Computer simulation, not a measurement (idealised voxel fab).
process module | voxel released beams
cross-section cut | 265 nm wide | cells 5 nm
A cross-section is a grid of square cells, given in bands from the top down. A band is one or more rows of cells.
Each band's line starts with the height of the band's top and of its bottom, in nm. Then come its materials from left to right, each with its width in nm. One material with "throughout" fills the band from edge to edge. "air" is empty space.
Height 0 is the level under which the wafer as received is all one material. The lowest band goes on downwards, as in "0 down".
A width such as "30 to 40" changes by the same amount from each row of cells to the next, from the band's top row to its bottom row.
"no change" after a step means that no cell of the cross-section changed.
closed voids: empty space of 8 cells or more with no open way to the top, each as width x height at its distance from the left edge, in nm
after a step's settings: what the simulator itself notes on the step
overlay nm, on a step with a mask: how far to the right of its planned place the mask lay; to the left if negative
plan
1 op RECEIVE | material Si
2 op CONFORMAL_DEP | material SiN | thk nm 5
3 op DIRECTIONAL_DEP | material SiO2 | thk nm 20
4 op DIRECTIONAL_DEP | material aC | thk nm 15
5 op PATTERN | tone open | mask id ANCHOR | material resist | width nm 45 | thk nm 35 | overlay nm 0
6 op DIRECTIONAL_ETCH | etch materials aC | depth nm 15
7 op STRIP | etch materials resist
8 op DIRECTIONAL_ETCH | etch materials SiO2 | depth nm 20
9 op STRIP | etch materials aC
10 op CONFORMAL_DEP | material W | thk nm 15
11 op DIRECTIONAL_DEP | material aC | thk nm 10
12 op PATTERN | tone cover | mask id BEAM | material resist | width nm 95 | thk nm 30 | overlay nm 0
13 op DIRECTIONAL_ETCH | etch materials aC | depth nm 10
14 op STRIP | etch materials resist
15 op DIRECTIONAL_ETCH | etch materials W | depth nm 15
16 op STRIP | etch materials aC
17 op STRIP | etch materials SiO2
first wafer, as planned
as received, after step 1
  0 down: Si throughout
  closed voids: none
after step 2
  5 to 0: SiN throughout
  below 0: unchanged
after step 3
  25 to 5: SiO2 throughout
  below 5: unchanged
after step 4
  40 to 25: aC throughout
  below 25: unchanged
after step 5
  75 to 40: resist 85 | air 45 | resist 135
  below 40: unchanged
after step 6
  60 to 40: resist 85 | air 45 | resist 135
  40 to 25: aC 85 | air 45 | aC 135
  below 25: unchanged
after step 7
  40 to 25: aC 85 | air 45 | aC 135
  below 25: unchanged
after step 8
  40 to 25: aC 85 | air 45 | aC 135
  25 to 5: SiO2 85 | air 45 | SiO2 135
  below 5: unchanged
after step 9
  25 to 5: SiO2 85 | air 45 | SiO2 135
  below 5: unchanged
after step 10
  40 to 25: W 100 | air 15 | W 150
  25 to 20: SiO2 85 | W 15 | air 15 | W 15 | SiO2 135
  20 to 5: SiO2 85 | W 45 | SiO2 135
  below 5: unchanged
after step 11
  50 to 40: aC 100 | air 15 | aC 150
  40 to 30: W 100 | air 15 | W 150
  30 to 25: W 100 | aC 15 | W 150
  25 to 20: SiO2 85 | W 15 | aC 15 | W 15 | SiO2 135
  below 20: unchanged
after step 12
  80 to 50: air 80 | resist 95 | air 90
  50 to 40: aC 100 | resist 15 | aC 150
  40 to 30: W 100 | resist 15 | W 150
  below 30: unchanged
after step 13
  70 to 50: air 80 | resist 95 | air 90
  50 to 40: air 80 | aC 20 | resist 15 | aC 60 | air 90
  below 40: unchanged
after step 14
  50 to 40: air 80 | aC 20 | air 15 | aC 60 | air 90
  40 to 30: W 100 | air 15 | W 150
  below 30: unchanged
after step 15
  50 to 40: air 80 | aC 20 | air 15 | aC 60 | air 90
  40 to 30: air 80 | W 20 | air 15 | W 60 | air 90
  30 to 25: air 80 | W 20 | aC 15 | W 60 | air 90
  below 25: unchanged
after step 16
  40 to 25: air 80 | W 20 | air 15 | W 60 | air 90
  25 to 20: SiO2 85 | W 15 | air 15 | W 15 | SiO2 135
  below 20: unchanged
after step 17
  40 to 25: air 80 | W 20 | air 15 | W 60 | air 90
  25 to 20: air 85 | W 15 | air 15 | W 15 | air 135
  20 to 5: air 85 | W 45 | air 135
  below 5: unchanged
second wafer: like start, like plan, one mistake. Through step 11 it matches the first wafer
when step 12 should have ended
  80 to 50: air 85 | resist 90 | air 90
  50 to 40: aC 100 | resist 15 | aC 150
  40 to 30: W 100 | resist 15 | W 150
  below 30: unchanged
when step 13 should have ended
  70 to 50: air 85 | resist 90 | air 90
  50 to 40: air 85 | aC 15 | resist 15 | aC 60 | air 90
  below 40: unchanged
when step 14 should have ended
  50 to 40: air 85 | aC 15 | air 15 | aC 60 | air 90
  40 to 30: W 100 | air 15 | W 150
  below 30: unchanged
when step 15 should have ended
  50 to 40: air 85 | aC 15 | air 15 | aC 60 | air 90
  40 to 30: air 85 | W 15 | air 15 | W 60 | air 90
  30 to 25: air 85 | W 15 | aC 15 | W 60 | air 90
  below 25: unchanged
when step 16 should have ended
  40 to 25: air 85 | W 15 | air 15 | W 60 | air 90
  25 to 20: SiO2 85 | W 15 | air 15 | W 15 | SiO2 135
  below 20: unchanged
when step 17 should have ended
  40 to 25: air 85 | W 15 | air 15 | W 60 | air 90
  25 to 20: air 85 | W 15 | air 15 | W 15 | air 135
  20 to 5: air 85 | W 45 | air 135
  below 5: unchanged
what went wrong: step 12 ran as: op PATTERN | tone cover | mask id BEAM | material resist | width nm 90 | thk nm 30 | overlay nm 0
at the end the second wafer has, in cells: 3 fewer of W
